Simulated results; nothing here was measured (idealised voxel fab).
The process module that follows is named voxel self aligned contacts.
FYI the section here is cut, 170 nm wide, cells are 5 nm squares.
Cross-section = grid of square cells, listed top down in bands; band = one or more rows. This entry defines a band. It first specifies the height of the band's top and the height of its bottom in nm, and then specifies the band's materials from left to right, stating each material with its width in nm. The word "throughout" identifies a single material that fills the band from edge to edge, while the word "empty" identifies empty space. A quick word on heights: they are counted from 0, and under that level the wafer as it came to us is one material throughout. The lowest band is different from the rest in having no bottom; it simply continues downward, written as in "from 0 down". Width spec "30->40" -> top row of cells at first value, bottom row at second value, equal per-row change in between. Reading "same as before" for a step: not a cell of the cross-section changed in it. You'll see "Closed-off voids" listing empty spaces that have no way open to the top, as long as they're 8 cells or more; the notation is width x height at distance, where the distance is from the left edge, and all of it is in nm. What comes after the settings on a step's line is commentary from the simulator itself on that step. For masked steps, "overlay nm" on the step line gives how far right of plan the mask actually lay; a minus sign means it lay to the left.
Intended process steps:
1. RECEIVE (material Si)
2. OXIDIZE (depth nm 5)
3. DIRECTIONAL_DEP (material polySi; thk nm 30)
4. DIRECTIONAL_DEP (material SiN; thk nm 25)
5. DIRECTIONAL_DEP (material aC; thk nm 15)
6. PATTERN (tone cover; mask id GATE; material resist; width nm 30; pitch nm 75; thk nm 35; overlay nm 0)
7. DIRECTIONAL_ETCH (etch materials aC; depth nm 15)
8. STRIP (etch materials resist)
9. DIRECTIONAL_ETCH (etch materials SiN; depth nm 25)
10. DIRECTIONAL_ETCH (etch materials polySi; depth nm 30)
11. STRIP (etch materials aC)
12. CONFORMAL_DEP (material SiN; thk nm 10)
13. DIRECTIONAL_ETCH (etch materials SiN; depth nm 10)
14. FILL_DEP (material SiO2; thk nm 15)
15. CMP (height nm 60)
16. MASKED_ETCH (tone open; mask id CONTACT; width nm 55; etch materials SiO2; depth nm 65; overlay nm 0)
17. CONFORMAL_DEP (material TiN; thk nm 5)
18. FILL_DEP (material W; thk nm 5)
19. CMP (height nm 60)
20. CONFORMAL_DEP (material SiN; thk nm 5)
The first of a set of two wafers, run to plan:
Wafer as received: cross-section following step 1:
	from 0 down: Si throughout
	Closed-off voids: none
After step 2: wafer cross-section:
	from 0 to -5: SiO2 throughout
	For the remainder of the cross-section, below -5, there is no change.
After step 3: wafer cross-section:
	from 30 to 0: polySi throughout
	For the remainder of the cross-section, below 0, there is no change.
After step 4: wafer cross-section:
	from 55 to 30: SiN throughout
	For the remainder of the cross-section, below 30, there is no change.
After step 5: wafer cross-section:
	from 70 to 55: aC throughout
	For the remainder of the cross-section, below 55, there is no change.
After step 6: wafer cross-section:
	from 105 to 70: empty=30  resist=30  empty=45  resist=30  empty=35
	For the remainder of the cross-section, below 70, there is no change.
After step 7: wafer cross-section:
	from 90 to 70: empty=30  resist=30  empty=45  resist=30  empty=35
	from 70 to 55: empty=30  aC=30  empty=45  aC=30  empty=35
	For the remainder of the cross-section, below 55, there is no change.
After step 8: wafer cross-section:
	from 70 to 55: empty=30  aC=30  empty=45  aC=30  empty=35
	For the remainder of the cross-section, below 55, there is no change.
After step 9: wafer cross-section:
	from 70 to 55: empty=30  aC=30  empty=45  aC=30  empty=35
	from 55 to 30: empty=30  SiN=30  empty=45  SiN=30  empty=35
	For the remainder of the cross-section, below 30, there is no change.
After step 10: wafer cross-section:
	from 70 to 55: empty=30  aC=30  empty=45  aC=30  empty=35
	from 55 to 30: empty=30  SiN=30  empty=45  SiN=30  empty=35
	from 30 to 0: empty=30  polySi=30  empty=45  polySi=30  empty=35
	For the remainder of the cross-section, below 0, there is no change.
After step 11: wafer cross-section:
	from 55 to 30: empty=30  SiN=30  empty=45  SiN=30  empty=35
	For the remainder of the cross-section, below 30, there is no change.
After step 12: wafer cross-section:
	from 65 to 30: empty=20  SiN=50  empty=25  SiN=50  empty=25
	from 30 to 10: empty=20  SiN=10  polySi=30  SiN=10  empty=25  SiN=10  polySi=30  SiN=10  empty=25
	from 10 to 0: SiN=30  polySi=30  SiN=45  polySi=30  SiN=35
	For the remainder of the cross-section, below 0, there is no change.
After step 13: wafer cross-section:
	from 55 to 30: empty=20  SiN=50  empty=25  SiN=50  empty=25
	from 30 to 0: empty=20  SiN=10  polySi=30  SiN=10  empty=25  SiN=10  polySi=30  SiN=10  empty=25
	For the remainder of the cross-section, below 0, there is no change.
After step 14: wafer cross-section:
	from 70 to 55: SiO2 throughout
	from 55 to 30: SiO2=20  SiN=50  SiO2=25  SiN=50  SiO2=25
	from 30 to 0: SiO2=20  SiN=10  polySi=30  SiN=10  SiO2=25  SiN=10  polySi=30  SiN=10  SiO2=25
	For the remainder of the cross-section, below 0, there is no change.
After step 15: wafer cross-section:
	from 60 to 55: SiO2 throughout
	For the remainder of the cross-section, below 55, there is no change.
After step 16: wafer cross-section:
	from 60 to 55: SiO2=55  empty=55  SiO2=60
	from 55 to 30: SiO2=20  SiN=50  empty=25  SiN=50  SiO2=25
	from 30 to 0: SiO2=20  SiN=10  polySi=30  SiN=10  empty=25  SiN=10  polySi=30  SiN=10  SiO2=25
	from 0 to -5: SiO2=70  empty=25  SiO2=75
	For the remainder of the cross-section, below -5, there is no change.
After step 17: wafer cross-section:
	from 65 to 60: TiN=60  empty=45  TiN=65
	from 60 to 55: SiO2=55  TiN=20  empty=15  TiN=20  SiO2=60
	from 55 to 30: SiO2=20  SiN=50  TiN=5  empty=15  TiN=5  SiN=50  SiO2=25
	from 30 to 0: SiO2=20  SiN=10  polySi=30  SiN=10  TiN=5  empty=15  TiN=5  SiN=10  polySi=30  SiN=10  SiO2=25
	from 0 to -5: SiO2=70  TiN=25  SiO2=75
	For the remainder of the cross-section, below -5, there is no change.
After step 18: wafer cross-section:
	from 70 to 65: W throughout
	from 65 to 60: TiN=60  W=45  TiN=65
	from 60 to 55: SiO2=55  TiN=20  W=15  TiN=20  SiO2=60
	from 55 to 30: SiO2=20  SiN=50  TiN=5  W=15  TiN=5  SiN=50  SiO2=25
	from 30 to 0: SiO2=20  SiN=10  polySi=30  SiN=10  TiN=5  W=15  TiN=5  SiN=10  polySi=30  SiN=10  SiO2=25
	For the remainder of the cross-section, below 0, there is no change.
After step 19: wafer cross-section:
	from 60 to 55: SiO2=55  TiN=20  W=15  TiN=20  SiO2=60
	For the remainder of the cross-section, below 55, there is no change.
After step 20: wafer cross-section:
	from 65 to 60: SiN throughout
	For the remainder of the cross-section, below 60, there is no change.
It is to be noted that the second wafer proceeded from the same initial state and according to the same plan as the first, although one mistake was committed in its execution; through step 3, inclusive, the two wafers share an identical history:
The second wafer in cross-section, at the planned close of step 4:
	from 80 to 30: SiN throughout
	For the remainder of the cross-section, below 30, there is no change.
The second wafer in cross-section, at the planned close of step 5:
	from 95 to 80: aC throughout
	For the remainder of the cross-section, below 80, there is no change.
The second wafer in cross-section, at the planned close of step 6:
	from 130 to 95: empty=30  resist=30  empty=45  resist=30  empty=35
	For the remainder of the cross-section, below 95, there is no change.
The second wafer in cross-section, at the planned close of step 7:
	from 115 to 95: empty=30  resist=30  empty=45  resist=30  empty=35
	from 95 to 80: empty=30  aC=30  empty=45  aC=30  empty=35
	For the remainder of the cross-section, below 80, there is no change.
The second wafer in cross-section, at the planned close of step 8:
	from 95 to 80: empty=30  aC=30  empty=45  aC=30  empty=35
	For the remainder of the cross-section, below 80, there is no change.
The second wafer in cross-section, at the planned close of step 9:
	from 95 to 80: empty=30  aC=30  empty=45  aC=30  empty=35
	from 80 to 55: empty=30  SiN=30  empty=45  SiN=30  empty=35
	For the remainder of the cross-section, below 55, there is no change.
The second wafer in cross-section, at the planned close of step 10: same as before
The second wafer in cross-section, at the planned close of step 11:
	from 80 to 55: empty=30  SiN=30  empty=45  SiN=30  empty=35
	For the remainder of the cross-section, below 55, there is no change.
The second wafer in cross-section, at the planned close of step 12:
	from 90 to 65: empty=20  SiN=50  empty=25  SiN=50  empty=25
	from 65 to 30: SiN throughout
	For the remainder of the cross-section, below 30, there is no change.
The second wafer in cross-section, at the planned close of step 13:
	from 80 to 55: empty=20  SiN=50  empty=25  SiN=50  empty=25
	For the remainder of the cross-section, below 55, there is no change.
The second wafer in cross-section, at the planned close of step 14:
	from 95 to 80: SiO2 throughout
	from 80 to 55: SiO2=20  SiN=50  SiO2=25  SiN=50  SiO2=25
	For the remainder of the cross-section, below 55, there is no change.
The second wafer in cross-section, at the planned close of step 15:
	from 60 to 55: SiO2=20  SiN=50  SiO2=25  SiN=50  SiO2=25
	For the remainder of the cross-section, below 55, there is no change.
The second wafer in cross-section, at the planned close of step 16:
	from 60 to 55: SiO2=20  SiN=50  empty=25  SiN=50  SiO2=25
	For the remainder of the cross-section, below 55, there is no change.
The second wafer in cross-section, at the planned close of step 17:
	from 65 to 60: TiN=75  empty=15  TiN=80
	from 60 to 55: SiO2=20  SiN=50  TiN=25  SiN=50  SiO2=25
	For the remainder of the cross-section, below 55, there is no change.
The second wafer in cross-section, at the planned close of step 18:
	from 70 to 65: W throughout
	from 65 to 60: TiN=75  W=15  TiN=80
	For the remainder of the cross-section, below 60, there is no change.
The second wafer in cross-section, at the planned close of step 19:
	from 60 to 55: SiO2=20  SiN=50  TiN=25  SiN=50  SiO2=25
	For the remainder of the cross-section, below 55, there is no change.
The second wafer in cross-section, at the planned close of step 20:
	from 65 to 60: SiN throughout
	For the remainder of the cross-section, below 60, there is no change.
In executing the process, a mistake was made relative to the plan: step 4 in the plan was executed twice
The final cell counts differ between the wafers, with the second having more or fewer of some materials than the first: SiN +42; SiO2 -108; TiN -30; W -36; polySi +132
